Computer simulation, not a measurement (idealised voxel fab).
You're looking at the process module voxel transistor to metal.
The figure presents cross-section cut, which has a width of 185 nm and is divided into square cells with an edge length of 5 nm.
In what follows, cross-sections appear as grids of square cells, described through bands that run from the top down, where every band is one or more rows of cells.
What a band's entry tells you: where the top is and where the bottom is, as heights in nm, and after that what lies inside, material by material from left to right, each with its width in nm. Empty space is written as the word "empty", and a single material marked with the word "everywhere" occupies the band from edge to edge.
Zero point of the height axis is 0; under it, received wafer = one material. Lowest band: continues down indefinitely, "0 -> down".
Width: "30 to 40" (first number = top row, second number = bottom row, same change from row to row of cells).
Step marked "remains unaltered"? Then no cell in the cross-section changed in it.
"Enclosed void list": sealed empty spaces, 8 cells or more, no open way to top, listed width x height at distance, with distance from the left edge and width, height and distance in nm.
after a step's settings: what the simulator itself notes on the step
overlay nm: right-of-plan distance of the mask on a masked step; negative values mean left-of-plan.
Note: before/after cross-section pairs follow, one process step per pair, after-side truncated at the lowest changed band, step and settings given beneath. Different runs of this module on the same starting wafer may supply the pairs; a pair continues the one above only where the "Status quo ante" entry says so.
Status quo ante:
- 35 -> 25  80 empty / 25 SiCN / 80 empty
- 25 -> 5  80 empty / 25 polySi / 80 empty
- 5 -> 0  30 SiO2 / 50 empty / 25 polySi / 50 empty / 30 SiO2
- 0 -> -5  SiO2 everywhere
- -5 -> -20  35 SiO2 / 115 Si / 35 SiO2
- -20 -> down  Si everywhere
- Enclosed void list: none
Step Result:
- 40 -> 35  75 empty / 35 SiO2 / 75 empty
- 35 -> 25  75 empty / 5 SiO2 / 25 SiCN / 5 SiO2 / 75 empty
- 25 -> 10  75 empty / 5 SiO2 / 25 polySi / 5 SiO2 / 75 empty
- 10 -> 5  35 SiO2 / 40 empty / 5 SiO2 / 25 polySi / 5 SiO2 / 40 empty / 35 SiO2
- 5 -> 0  80 SiO2 / 25 polySi / 80 SiO2
- For the remainder of the cross-section, below 0, there is no change.
- Enclosed void list: none
Link between the two cross-sections above: CONFORMAL_DEP, material SiO2, thk nm 5
Status quo ante: we pick up right where the pair above leaves off, with its after cross-section.
Step Result:
- 35 -> 25  75 empty / 5 SiO2 / 25 SiCN / 5 SiO2 / 75 empty
- 25 -> 5  75 empty / 5 SiO2 / 25 polySi / 5 SiO2 / 75 empty
- 5 -> 0  35 SiO2 / 40 empty / 5 SiO2 / 25 polySi / 5 SiO2 / 40 empty / 35 SiO2
- For the remainder of the cross-section, below 0, there is no change.
- Enclosed void list: none
Link between the two cross-sections above: DIRECTIONAL_ETCH, etch materials SiO2, depth nm 5
Status quo ante: we pick up right where the pair above leaves off, with its after cross-section.
Step Result:
- 40 -> 35  70 empty / 45 SiN / 70 empty
- 35 -> 25  70 empty / 5 SiN / 5 SiO2 / 25 SiCN / 5 SiO2 / 5 SiN / 70 empty
- 25 -> 10  70 empty / 5 SiN / 5 SiO2 / 25 polySi / 5 SiO2 / 5 SiN / 70 empty
- 10 -> 5  40 SiN / 30 empty / 5 SiN / 5 SiO2 / 25 polySi / 5 SiO2 / 5 SiN / 30 empty / 40 SiN
- 5 -> 0  35 SiO2 / 40 SiN / 5 SiO2 / 25 polySi / 5 SiO2 / 40 SiN / 35 SiO2
- For the remainder of the cross-section, below 0, there is no change.
- Enclosed void list: none
Link between the two cross-sections above: CONFORMAL_DEP, material SiN, thk nm 5
Status quo ante: we pick up right where the pair above leaves off, with its after cross-section.
Step Result:
- 35 -> 25  70 empty / 5 SiN / 5 SiO2 / 25 SiCN / 5 SiO2 / 5 SiN / 70 empty
- 25 -> 5  70 empty / 5 SiN / 5 SiO2 / 25 polySi / 5 SiO2 / 5 SiN / 70 empty
- 5 -> 0  35 SiO2 / 5 SiN / 30 empty / 5 SiN / 5 SiO2 / 25 polySi / 5 SiO2 / 5 SiN / 30 empty / 5 SiN / 35 SiO2
- For the remainder of the cross-section, below 0, there is no change.
- Enclosed void list: none
Link between the two cross-sections above: DIRECTIONAL_ETCH, etch materials SiN, depth nm 5
Status quo ante: we pick up right where the pair above leaves off, with its after cross-section.
Step Result:
- 35 -> 30  70 empty / 5 SiN / 5 empty / 25 SiCN / 5 empty / 5 SiN / 70 empty
- 30 -> 25  70 empty / 5 SiN / 5 SiO2 / 25 SiCN / 5 SiO2 / 5 SiN / 70 empty
- 25 -> 5  70 empty / 5 SiN / 5 SiO2 / 25 polySi / 5 SiO2 / 5 SiN / 70 empty
- 5 -> 0  35 empty / 5 SiN / 30 empty / 5 SiN / 5 SiO2 / 25 polySi / 5 SiO2 / 5 SiN / 30 empty / 5 SiN / 35 empty
- 0 -> -5  40 SiO2 / 30 empty / 45 SiO2 / 30 empty / 40 SiO2
- For the remainder of the cross-section, below -5, there is no change.
- Enclosed void list: none
Link between the two cross-sections above: DIRECTIONAL_ETCH, etch materials SiO2, depth nm 5
Status quo ante: we pick up right where the pair above leaves off, with its after cross-section.
Step Result:
- 35 -> 30  70 empty / 5 SiN / 5 empty / 25 SiCN / 5 empty / 5 SiN / 70 empty
- 30 -> 25  70 empty / 5 SiN / 5 SiO2 / 25 SiCN / 5 SiO2 / 5 SiN / 70 empty
- 25 -> 5  70 empty / 5 SiN / 5 SiO2 / 25 polySi / 5 SiO2 / 5 SiN / 70 empty
- 5 -> 0  35 empty / 5 SiN / 30 empty / 5 SiN / 5 SiO2 / 25 polySi / 5 SiO2 / 5 SiN / 30 empty / 5 SiN / 35 empty
- 0 -> -5  40 SiO2 / 30 empty / 45 SiO2 / 30 empty / 40 SiO2
- -5 -> -10  35 SiO2 / 5 Si / 30 empty / 45 Si / 30 empty / 5 Si / 35 SiO2
- For the remainder of the cross-section, below -10, there is no change.
- Enclosed void list: none
Link between the two cross-sections above: DIRECTIONAL_ETCH, etch materials Si, depth nm 5
Status quo ante: we pick up right where the pair above leaves off, with its after cross-section.
Step Result:
- 35 -> 30  70 empty / 5 SiN / 5 empty / 25 SiCN / 5 empty / 5 SiN / 70 empty
- 30 -> 25  70 empty / 5 SiN / 5 SiO2 / 25 SiCN / 5 SiO2 / 5 SiN / 70 empty
- 25 -> 5  70 empty / 5 SiN / 5 SiO2 / 25 polySi / 5 SiO2 / 5 SiN / 70 empty
- 5 -> 0  35 empty / 5 SiN / 10 nSi / 10 empty / 10 nSi / 5 SiN / 5 SiO2 / 25 polySi / 5 SiO2 / 5 SiN / 10 nSi / 10 empty / 10 nSi / 5 SiN / 35 empty
- 0 -> -5  40 SiO2 / 30 nSi / 45 SiO2 / 30 nSi / 40 SiO2
- -5 -> -10  35 SiO2 / 5 Si / 30 nSi / 45 Si / 30 nSi / 5 Si / 35 SiO2
- For the remainder of the cross-section, below -10, there is no change.
- Enclosed void list: none
Link between the two cross-sections above: EPI, material nSi, thk nm 10
Status quo ante: we pick up right where the pair above leaves off, with its after cross-section.
Step Result:
- 40 -> 35  SiO2 everywhere
- 35 -> 25  70 SiO2 / 5 SiN / 5 SiO2 / 25 SiCN / 5 SiO2 / 5 SiN / 70 SiO2
- 25 -> 5  70 SiO2 / 5 SiN / 5 SiO2 / 25 polySi / 5 SiO2 / 5 SiN / 70 SiO2
- 5 -> 0  35 SiO2 / 5 SiN / 10 nSi / 10 SiO2 / 10 nSi / 5 SiN / 5 SiO2 / 25 polySi / 5 SiO2 / 5 SiN / 10 nSi / 10 SiO2 / 10 nSi / 5 SiN / 35 SiO2
- For the remainder of the cross-section, below 0, there is no change.
- Enclosed void list: none
Link between the two cross-sections above: FILL_DEP, material SiO2, thk nm 5
Status quo ante: we pick up right where the pair above leaves off, with its after cross-section.
Step Result:
- 25 -> 5  70 SiO2 / 5 SiN / 5 SiO2 / 25 polySi / 5 SiO2 / 5 SiN / 70 SiO2
- For the remainder of the cross-section, below 5, there is no change.
- Enclosed void list: none
Link between the two cross-sections above: CMP, height nm 25
Status quo ante: we pick up right where the pair above leaves off, with its after cross-section.
Step Result:
- 25 -> 5  70 SiO2 / 5 SiN / 5 SiO2 / 25 empty / 5 SiO2 / 5 SiN / 70 SiO2
- 5 -> 0  35 SiO2 / 5 SiN / 10 nSi / 10 SiO2 / 10 nSi / 5 SiN / 5 SiO2 / 25 empty / 5 SiO2 / 5 SiN / 10 nSi / 10 SiO2 / 10 nSi / 5 SiN / 35 SiO2
- For the remainder of the cross-section, below 0, there is no change.
- Enclosed void list: none
Link between the two cross-sections above: STRIP, etch materials polySi
Status quo ante: we pick up right where the pair above leaves off, with its after cross-section.
Step Result:
- 25 -> 20  70 empty / 5 SiN / 35 empty / 5 SiN / 70 empty
- 20 -> 5  70 SiO2 / 5 SiN / 35 empty / 5 SiN / 70 SiO2
- 5 -> 0  35 SiO2 / 5 SiN / 10 nSi / 10 SiO2 / 10 nSi / 5 SiN / 35 empty / 5 SiN / 10 nSi / 10 SiO2 / 10 nSi / 5 SiN / 35 SiO2
- 0 -> -5  40 SiO2 / 30 nSi / 5 SiO2 / 35 empty / 5 SiO2 / 30 nSi / 40 SiO2
- For the remainder of the cross-section, below -5, there is no change.
- Enclosed void list: none
Link between the two cross-sections above: SELECTIVE_ETCH, etch materials SiO2, depth nm 5
Status quo ante: we pick up right where the pair above leaves off, with its after cross-section.
Step Result:
- 30 -> 25  65 empty / 15 HfO2 / 25 empty / 15 HfO2 / 65 empty
- 25 -> 20  70 HfO2 / 5 SiN / 5 HfO2 / 25 empty / 5 HfO2 / 5 SiN / 70 HfO2
- 20 -> 5  70 SiO2 / 5 SiN / 5 HfO2 / 25 empty / 5 HfO2 / 5 SiN / 70 SiO2
- 5 -> 0  35 SiO2 / 5 SiN / 10 nSi / 10 SiO2 / 10 nSi / 5 SiN / 5 HfO2 / 25 empty / 5 HfO2 / 5 SiN / 10 nSi / 10 SiO2 / 10 nSi / 5 SiN / 35 SiO2
- 0 -> -5  40 SiO2 / 30 nSi / 5 SiO2 / 35 HfO2 / 5 SiO2 / 30 nSi / 40 SiO2
- For the remainder of the cross-section, below -5, there is no change.
- Enclosed void list: none
Link between the two cross-sections above: CONFORMAL_DEP, material HfO2, thk nm 5
Status quo ante: we pick up right where the pair above leaves off, with its after cross-section.
Step Result:
- 35 -> 30  60 empty / 25 TiN / 15 empty / 25 TiN / 60 empty
- 30 -> 25  65 TiN / 15 HfO2 / 5 TiN / 15 empty / 5 TiN / 15 HfO2 / 65 TiN
- 25 -> 20  70 HfO2 / 5 SiN / 5 HfO2 / 5 TiN / 15 empty / 5 TiN / 5 HfO2 / 5 SiN / 70 HfO2
- 20 -> 5  70 SiO2 / 5 SiN / 5 HfO2 / 5 TiN / 15 empty / 5 TiN / 5 HfO2 / 5 SiN / 70 SiO2
- 5 -> 0  35 SiO2 / 5 SiN / 10 nSi / 10 SiO2 / 10 nSi / 5 SiN / 5 HfO2 / 25 TiN / 5 HfO2 / 5 SiN / 10 nSi / 10 SiO2 / 10 nSi / 5 SiN / 35 SiO2
- For the remainder of the cross-section, below 0, there is no change.
- Enclosed void list: none
Link between the two cross-sections above: CONFORMAL_DEP, material TiN, thk nm 5
Status quo ante: we pick up right where the pair above leaves off, with its after cross-section.
Step Result:
- 45 -> 35  W everywhere
- 35 -> 30  60 W / 25 TiN / 15 W / 25 TiN / 60 W
- 30 -> 25  65 TiN / 15 HfO2 / 5 TiN / 15 W / 5 TiN / 15 HfO2 / 65 TiN
- 25 -> 20  70 HfO2 / 5 SiN / 5 HfO2 / 5 TiN / 15 W / 5 TiN / 5 HfO2 / 5 SiN / 70 HfO2
- 20 -> 5  70 SiO2 / 5 SiN / 5 HfO2 / 5 TiN / 15 W / 5 TiN / 5 HfO2 / 5 SiN / 70 SiO2
- For the remainder of the cross-section, below 5, there is no change.
- Enclosed void list: none
Link between the two cross-sections above: FILL_DEP, material W, thk nm 10
Status quo ante: we pick up right where the pair above leaves off, with its after cross-section.
Step Result:
- 20 -> 5  70 SiO2 / 5 SiN / 5 HfO2 / 5 TiN / 15 W / 5 TiN / 5 HfO2 / 5 SiN / 70 SiO2
- For the remainder of the cross-section, below 5, there is no change.
- Enclosed void list: none
Link between the two cross-sections above: CMP, height nm 20
Status quo ante: we pick up right where the pair above leaves off, with its after cross-section.
Step Result:
- 35 -> 20  SiO2 everywhere
- For the remainder of the cross-section, below 20, there is no change.
- Enclosed void list: none
Link between the two cross-sections above: DIRECTIONAL_DEP, material SiO2, thk nm 15
Status quo ante: we pick up right where the pair above leaves off, with its after cross-section.
Step Result:
- 35 -> 20  50 SiO2 / 15 empty / 55 SiO2 / 15 empty / 50 SiO2
- 20 -> 5  50 SiO2 / 15 empty / 5 SiO2 / 5 SiN / 5 HfO2 / 5 TiN / 15 W / 5 TiN / 5 HfO2 / 5 SiN / 5 SiO2 / 15 empty / 50 SiO2
- 5 -> 0  35 SiO2 / 5 SiN / 10 nSi / 10 empty / 10 nSi / 5 SiN / 5 HfO2 / 25 TiN / 5 HfO2 / 5 SiN / 10 nSi / 10 empty / 10 nSi / 5 SiN / 35 SiO2
- For the remainder of the cross-section, below 0, there is no change.
- Enclosed void list: none
Link between the two cross-sections above: MASKED_ETCH, tone open, mask id CONTACT, width nm 15, pitch nm 70, etch materials SiO2, depth nm 35, overlay nm 0
Status quo ante: we pick up right where the pair above leaves off, with its after cross-section.
Step Result:
- 40 -> 35  55 TiN / 5 empty / 65 TiN / 5 empty / 55 TiN
- 35 -> 20  50 SiO2 / 5 TiN / 5 empty / 5 TiN / 55 SiO2 / 5 TiN / 5 empty / 5 TiN / 50 SiO2
- 20 -> 10  50 SiO2 / 5 TiN / 5 empty / 5 TiN / 5 SiO2 / 5 SiN / 5 HfO2 / 5 TiN / 15 W / 5 TiN / 5 HfO2 / 5 SiN / 5 SiO2 / 5 TiN / 5 empty / 5 TiN / 50 SiO2
- 10 -> 5  50 SiO2 / 15 TiN / 5 SiO2 / 5 SiN / 5 HfO2 / 5 TiN / 15 W / 5 TiN / 5 HfO2 / 5 SiN / 5 SiO2 / 15 TiN / 50 SiO2
- 5 -> 0  35 SiO2 / 5 SiN / 10 nSi / 10 TiN / 10 nSi / 5 SiN / 5 HfO2 / 25 TiN / 5 HfO2 / 5 SiN / 10 nSi / 10 TiN / 10 nSi / 5 SiN / 35 SiO2
- For the remainder of the cross-section, below 0, there is no change.
- Enclosed void list: none
Link between the two cross-sections above: CONFORMAL_DEP, material TiN, thk nm 5
Status quo ante: we pick up right where the pair above leaves off, with its after cross-section.
Step Result:
- 50 -> 40  Ru everywhere
- 40 -> 35  55 TiN / 5 Ru / 65 TiN / 5 Ru / 55 TiN
- 35 -> 20  50 SiO2 / 5 TiN / 5 Ru / 5 TiN / 55 SiO2 / 5 TiN / 5 Ru / 5 TiN / 50 SiO2
- 20 -> 10  50 SiO2 / 5 TiN / 5 Ru / 5 TiN / 5 SiO2 / 5 SiN / 5 HfO2 / 5 TiN / 15 W / 5 TiN / 5 HfO2 / 5 SiN / 5 SiO2 / 5 TiN / 5 Ru / 5 TiN / 50 SiO2
- For the remainder of the cross-section, below 10, there is no change.
- Enclosed void list: none
Link between the two cross-sections above: FILL_DEP, material Ru, thk nm 10
Status quo ante: we pick up right where the pair above leaves off, with its after cross-section.
Step Result:
- 35 -> 20  50 SiO2 / 5 TiN / 5 Ru / 5 TiN / 55 SiO2 / 5 TiN / 5 Ru / 5 TiN / 50 SiO2
- For the remainder of the cross-section, below 20, there is no change.
- Enclosed void list: none
Link between the two cross-sections above: CMP, height nm 35
Status quo ante: we pick up right where the pair above leaves off, with its after cross-section.
Step Result:
- 40 -> 35  SiCN everywhere
- For the remainder of the cross-section, below 35, there is no change.
- Enclosed void list: none
Link between the two cross-sections above: CONFORMAL_DEP, material SiCN, thk nm 5
Status quo ante: we pick up right where the pair above leaves off, with its after cross-section.
Step Result:
- 60 -> 40  lowk everywhere
- For the remainder of the cross-section, below 40, there is no change.
- Enclosed void list: none
Link between the two cross-sections above: DIRECTIONAL_DEP, material lowk, thk nm 20
Status quo ante: we pick up right where the pair above leaves off, with its after cross-section.
Step Result:
- 60 -> 40  50 lowk / 15 empty / 55 lowk / 15 empty / 50 lowk
- For the remainder of the cross-section, below 40, there is no change.
- Enclosed void list: none
Link between the two cross-sections above: MASKED_ETCH, tone open, mask id METAL_1, width nm 15, pitch nm 70, etch materials lowk, depth nm 20, overlay nm 0
Status quo ante: we pick up right where the pair above leaves off, with its after cross-section.
Step Result:
- 60 -> 40  50 lowk / 15 empty / 55 lowk / 15 empty / 50 lowk
- 40 -> 35  50 SiCN / 15 empty / 55 SiCN / 15 empty / 50 SiCN
- For the remainder of the cross-section, below 35, there is no change.
- Enclosed void list: none
Link between the two cross-sections above: MASKED_ETCH, tone open, mask id METAL_1, width nm 15, pitch nm 70, etch materials SiCN, depth nm 5, overlay nm 0
Status quo ante: we pick up right where the pair above leaves off, with its after cross-section.
Step Result:
- 65 -> 60  55 TiN / 5 empty / 65 TiN / 5 empty / 55 TiN
- 60 -> 40  50 lowk / 5 TiN / 5 empty / 5 TiN / 55 lowk / 5 TiN / 5 empty / 5 TiN / 50 lowk
- 40 -> 35  50 SiCN / 15 TiN / 55 SiCN / 15 TiN / 50 SiCN
- For the remainder of the cross-section, below 35, there is no change.
- Enclosed void list: none
Link between the two cross-sections above: CONFORMAL_DEP, material TiN, thk nm 5
Status quo ante: we pick up right where the pair above leaves off, with its after cross-section.
Step Result:
- 70 -> 65  Cu everywhere
- 65 -> 60  55 TiN / 5 Cu / 65 TiN / 5 Cu / 55 TiN
- 60 -> 40  50 lowk / 5 TiN / 5 Cu / 5 TiN / 55 lowk / 5 TiN / 5 Cu / 5 TiN / 50 lowk
- For the remainder of the cross-section, below 40, there is no change.
- Enclosed void list: none
Link between the two cross-sections above: FILL_DEP, material Cu, thk nm 5
Status quo ante: we pick up right where the pair above leaves off, with its after cross-section.
Step Result:
- 60 -> 40  50 lowk / 5 TiN / 5 Cu / 5 TiN / 55 lowk / 5 TiN / 5 Cu / 5 TiN / 50 lowk
- For the remainder of the cross-section, below 40, there is no change.
- Enclosed void list: none
Link between the two cross-sections above: CMP, height nm 60
Status quo ante: we pick up right where the pair above leaves off, with its after cross-section.
Step Result:
- 65 -> 60  45 empty / 25 Ru / 45 empty / 25 Ru / 45 empty
- For the remainder of the cross-section, below 60, there is no change.
- Enclosed void list: none
Link between the two cross-sections above: EPI, material Ru, thk nm 5
Status quo ante: we pick up right where the pair above leaves off, with its after cross-section.
Step Result:
- 70 -> 65  SiCN everywhere
- 65 -> 60  45 SiCN / 25 Ru / 45 SiCN / 25 Ru / 45 SiCN
- For the remainder of the cross-section, below 60, there is no change.
- Enclosed void list: none
Link between the two cross-sections above: FILL_DEP, material SiCN, thk nm 5
Status quo ante: we pick up right where the pair above leaves off, with its after cross-section.
Step Result:
- 100 -> 70  SiO2 everywhere
- For the remainder of the cross-section, below 70, there is no change.
- Enclosed void list: none
Link between the two cross-sections above: DIRECTIONAL_DEP, material SiO2, thk nm 30
Status quo ante: we pick up right where the pair above leaves off, with its after cross-section.
Step Result:
- 115 -> 100  50 resist / 15 empty / 55 resist / 15 empty / 50 resist
- For the remainder of the cross-section, below 100, there is no change.
- Enclosed void list: none
Link between the two cross-sections above: PATTERN, tone open, mask id METAL_2, material resist, width nm 15, pitch nm 70, thk nm 15, overlay nm 0
Status quo ante: we pick up right where the pair above leaves off, with its after cross-section.
Step Result:
- 115 -> 100  50 resist / 15 empty / 55 resist / 15 empty / 50 resist
- 100 -> 80  50 SiO2 / 15 empty / 55 SiO2 / 15 empty / 50 SiO2
- For the remainder of the cross-section, below 80, there is no change.
- Enclosed void list: none
Link between the two cross-sections above: DIRECTIONAL_ETCH, etch materials SiO2, depth nm 20
Status quo ante: we pick up right where the pair above leaves off, with its after cross-section.
Step Result:
- 100 -> 80  50 SiO2 / 15 empty / 55 SiO2 / 15 empty / 50 SiO2
- For the remainder of the cross-section, below 80, there is no change.
- Enclosed void list: none
Link between the two cross-sections above: STRIP, etch materials resist
Status quo ante: we pick up right where the pair above leaves off, with its after cross-section.
Step Result:
- 100 -> 70  50 SiO2 / 15 empty / 55 SiO2 / 15 empty / 50 SiO2
- For the remainder of the cross-section, below 70, there is no change.
- Enclosed void list: none
Link between the two cross-sections above: MASKED_ETCH, tone open, mask id METAL_2_HOLES, width nm 15, pitch nm 70, etch materials SiO2, depth nm 10, overlay nm 0
Status quo ante: we pick up right where the pair above leaves off, with its after cross-section.
Step Result:
- 100 -> 70  50 SiO2 / 15 empty / 55 SiO2 / 15 empty / 50 SiO2
- 70 -> 65  50 SiCN / 15 empty / 55 SiCN / 15 empty / 50 SiCN
- For the remainder of the cross-section, below 65, there is no change.
- Enclosed void list: none
Link between the two cross-sections above: MASKED_ETCH, tone open, mask id METAL_2_HOLES, width nm 15, pitch nm 70, etch materials SiCN, depth nm 5, overlay nm 0
Status quo ante: we pick up right where the pair above leaves off, with its after cross-section.
Step Result:
- 105 -> 100  55 TiN / 5 empty / 65 TiN / 5 empty / 55 TiN
- 100 -> 70  50 SiO2 / 5 TiN / 5 empty / 5 TiN / 55 SiO2 / 5 TiN / 5 empty / 5 TiN / 50 SiO2
- 70 -> 65  50 SiCN / 15 TiN / 55 SiCN / 15 TiN / 50 SiCN
- For the remainder of the cross-section, below 65, there is no change.
- Enclosed void list: none
Link between the two cross-sections above: CONFORMAL_DEP, material TiN, thk nm 5
Status quo ante: we pick up right where the pair above leaves off, with its after cross-section.
Step Result:
- 110 -> 105  Ru everywhere
- 105 -> 100  55 TiN / 5 Ru / 65 TiN / 5 Ru / 55 TiN
- 100 -> 70  50 SiO2 / 5 TiN / 5 Ru / 5 TiN / 55 SiO2 / 5 TiN / 5 Ru / 5 TiN / 50 SiO2
- For the remainder of the cross-section, below 70, there is no change.
- Enclosed void list: none
Link between the two cross-sections above: FILL_DEP, material Ru, thk nm 5
Status quo ante: we pick up right where the pair above leaves off, with its after cross-section.
Step Result:
- 100 -> 70  50 SiO2 / 5 TiN / 5 Ru / 5 TiN / 55 SiO2 / 5 TiN / 5 Ru / 5 TiN / 50 SiO2
- For the remainder of the cross-section, below 70, there is no change.
- Enclosed void list: none
Link between the two cross-sections above: CMP, height nm 100
Status quo ante: we pick up right where the pair above leaves off, with its after cross-section.
Step Result:
- 105 -> 100  SiCN everywhere
- For the remainder of the cross-section, below 100, there is no change.
- Enclosed void list: none
Link between the two cross-sections above: CONFORMAL_DEP, material SiCN, thk nm 5
Status quo ante:
- 100 -> 80  50 SiO2 / 15 empty / 55 SiO2 / 15 empty / 50 SiO2
- 80 -> 70  SiO2 everywhere
- 70 -> 65  SiCN everywhere
- 65 -> 60  45 SiCN / 25 Ru / 45 SiCN / 25 Ru / 45 SiCN
- 60 -> 40  50 lowk / 5 TiN / 5 Cu / 5 TiN / 55 lowk / 5 TiN / 5 Cu / 5 TiN / 50 lowk
- 40 -> 35  50 SiCN / 15 TiN / 55 SiCN / 15 TiN / 50 SiCN
- 35 -> 20  50 SiO2 / 5 TiN / 5 Ru / 5 TiN / 55 SiO2 / 5 TiN / 5 Ru / 5 TiN / 50 SiO2
- 20 -> 10  50 SiO2 / 5 TiN / 5 Ru / 5 TiN / 5 SiO2 / 5 SiN / 5 HfO2 / 5 TiN / 15 W / 5 TiN / 5 HfO2 / 5 SiN / 5 SiO2 / 5 TiN / 5 Ru / 5 TiN / 50 SiO2
- 10 -> 5  50 SiO2 / 15 TiN / 5 SiO2 / 5 SiN / 5 HfO2 / 5 TiN / 15 W / 5 TiN / 5 HfO2 / 5 SiN / 5 SiO2 / 15 TiN / 50 SiO2
- 5 -> 0  40 SiO2 / 5 SiN / 10 nSi / 5 TiN / 10 nSi / 5 SiN / 5 HfO2 / 25 TiN / 5 HfO2 / 5 SiN / 10 nSi / 5 TiN / 10 nSi / 5 SiN / 40 SiO2
- 0 -> -5  45 SiO2 / 25 nSi / 5 SiO2 / 35 HfO2 / 5 SiO2 / 25 nSi / 45 SiO2
- -5 -> -10  40 SiO2 / 5 Si / 25 nSi / 45 Si / 25 nSi / 5 Si / 40 SiO2
- -10 -> -20  40 SiO2 / 105 Si / 40 SiO2
- -20 -> down  Si everywhere
- Enclosed void list: none
Step Result:
- 100 -> 90  50 SiO2 / 20 empty / 50 SiO2 / 20 empty / 45 SiO2
- 90 -> 80  50 SiO2 / 15 empty / 55 SiO2 / 15 empty / 50 SiO2
- 80 -> 70  55 SiO2 / 10 empty / 60 SiO2 / 10 empty / 50 SiO2
- For the remainder of the cross-section, below 70, there is no change.
- Enclosed void list: none
Link between the two cross-sections above: MASKED_ETCH, tone open, mask id METAL_2_HOLES, width nm 15, pitch nm 70, etch materials SiO2, depth nm 10, overlay nm 5
Status quo ante: we pick up right where the pair above leaves off, with its after cross-section.
Step Result:
- 100 -> 90  50 SiO2 / 20 empty / 50 SiO2 / 20 empty / 45 SiO2
- 90 -> 80  50 SiO2 / 15 empty / 55 SiO2 / 15 empty / 50 SiO2
- 80 -> 70  55 SiO2 / 10 empty / 60 SiO2 / 10 empty / 50 SiO2
- 70 -> 65  55 SiCN / 10 empty / 60 SiCN / 10 empty / 50 SiCN
- For the remainder of the cross-section, below 65, there is no change.
- Enclosed void list: none
Link between the two cross-sections above: MASKED_ETCH, tone open, mask id METAL_2_HOLES, width nm 15, pitch nm 70, etch materials SiCN, depth nm 5, overlay nm 0
Status quo ante: we pick up right where the pair above leaves off, with its after cross-section.
Step Result:
- 105 -> 100  55 TiN / 10 empty / 60 TiN / 10 empty / 50 TiN
- 100 -> 90  50 SiO2 / 5 TiN / 10 to 5 empty / 5 to 10 TiN / 50 SiO2 / 5 TiN / 10 to 5 empty / 5 to 10 TiN / 45 SiO2
- 90 -> 85  50 SiO2 / 5 TiN / 5 empty / 5 TiN / 55 SiO2 / 5 TiN / 5 empty / 5 TiN / 50 SiO2
- 85 -> 80  50 SiO2 / 15 TiN / 55 SiO2 / 15 TiN / 50 SiO2
- 80 -> 70  55 SiO2 / 10 TiN / 60 SiO2 / 10 TiN / 50 SiO2
- 70 -> 65  55 SiCN / 10 TiN / 60 SiCN / 10 TiN / 50 SiCN
- For the remainder of the cross-section, below 65, there is no change.
- Enclosed void list: none
Link between the two cross-sections above: CONFORMAL_DEP, material TiN, thk nm 5
Status quo ante: we pick up right where the pair above leaves off, with its after cross-section.
Step Result:
- 110 -> 105  Ru everywhere
- 105 -> 100  55 TiN / 10 Ru / 60 TiN / 10 Ru / 50 TiN
- 100 -> 90  50 SiO2 / 5 TiN / 10 to 5 Ru / 5 to 10 TiN / 50 SiO2 / 5 TiN / 10 to 5 Ru / 5 to 10 TiN / 45 SiO2
- 90 -> 85  50 SiO2 / 5 TiN / 5 Ru / 5 TiN / 55 SiO2 / 5 TiN / 5 Ru / 5 TiN / 50 SiO2
- For the remainder of the cross-section, below 85, there is no change.
- Enclosed void list: none
Link between the two cross-sections above: FILL_DEP, material Ru, thk nm 5
Status quo ante: we pick up right where the pair above leaves off, with its after cross-section.
Step Result:
- 100 -> 90  50 SiO2 / 5 TiN / 10 to 5 Ru / 5 to 10 TiN / 50 SiO2 / 5 TiN / 10 to 5 Ru / 5 to 10 TiN / 45 SiO2
- For the remainder of the cross-section, below 90, there is no change.
- Enclosed void list: none
Link between the two cross-sections above: CMP, height nm 100
Status quo ante: we pick up right where the pair above leaves off, with its after cross-section.
Step Result:
- 105 -> 100  SiCN everywhere
- For the remainder of the cross-section, below 100, there is no change.
- Enclosed void list: none
Link between the two cross-sections above: CONFORMAL_DEP, material SiCN, thk nm 5
Status quo ante:
- 35 -> 30  70 empty / 5 SiN / 5 empty / 25 SiCN / 5 empty / 5 SiN / 70 empty
- 30 -> 25  70 empty / 5 SiN / 5 SiO2 / 25 SiCN / 5 SiO2 / 5 SiN / 70 empty
- 25 -> 5  70 empty / 5 SiN / 5 SiO2 / 25 polySi / 5 SiO2 / 5 SiN / 70 empty
- 5 -> 0  40 empty / 5 SiN / 10 nSi / 5 empty / 10 nSi / 5 SiN / 5 SiO2 / 25 polySi / 5 SiO2 / 5 SiN / 10 nSi / 5 empty / 10 nSi / 5 SiN / 40 empty
- 0 -> -5  45 SiO2 / 25 nSi / 45 SiO2 / 25 nSi / 45 SiO2
- -5 -> -10  40 SiO2 / 5 Si / 25 nSi / 45 Si / 25 nSi / 5 Si / 40 SiO2
- -10 -> -20  40 SiO2 / 105 Si / 40 SiO2
- -20 -> down  Si everywhere
- Enclosed void list: none
Step Result:
- 40 -> 35  HfO2 everywhere
- 35 -> 30  70 HfO2 / 5 SiN / 5 HfO2 / 25 SiCN / 5 HfO2 / 5 SiN / 70 HfO2
- 30 -> 25  70 HfO2 / 5 SiN / 5 SiO2 / 25 SiCN / 5 SiO2 / 5 SiN / 70 HfO2
- 25 -> 5  70 HfO2 / 5 SiN / 5 SiO2 / 25 polySi / 5 SiO2 / 5 SiN / 70 HfO2
- 5 -> 0  40 HfO2 / 5 SiN / 10 nSi / 5 HfO2 / 10 nSi / 5 SiN / 5 SiO2 / 25 polySi / 5 SiO2 / 5 SiN / 10 nSi / 5 HfO2 / 10 nSi / 5 SiN / 40 HfO2
- For the remainder of the cross-section, below 0, there is no change.
- Enclosed void list: none
Link between the two cross-sections above: FILL_DEP, material HfO2, thk nm 5
Status quo ante: we pick up right where the pair above leaves off, with its after cross-section.
Step Result:
- 25 -> 5  70 HfO2 / 5 SiN / 5 SiO2 / 25 polySi / 5 SiO2 / 5 SiN / 70 HfO2
- For the remainder of the cross-section, below 5, there is no change.
- Enclosed void list: none
Link between the two cross-sections above: CMP, height nm 25
Status quo ante: we pick up right where the pair above leaves off, with its after cross-section.
Step Result:
- 25 -> 5  70 HfO2 / 5 SiN / 5 SiO2 / 25 empty / 5 SiO2 / 5 SiN / 70 HfO2
- 5 -> 0  40 HfO2 / 5 SiN / 10 nSi / 5 HfO2 / 10 nSi / 5 SiN / 5 SiO2 / 25 empty / 5 SiO2 / 5 SiN / 10 nSi / 5 HfO2 / 10 nSi / 5 SiN / 40 HfO2
- For the remainder of the cross-section, below 0, there is no change.
- Enclosed void list: none
Link between the two cross-sections above: STRIP, etch materials polySi
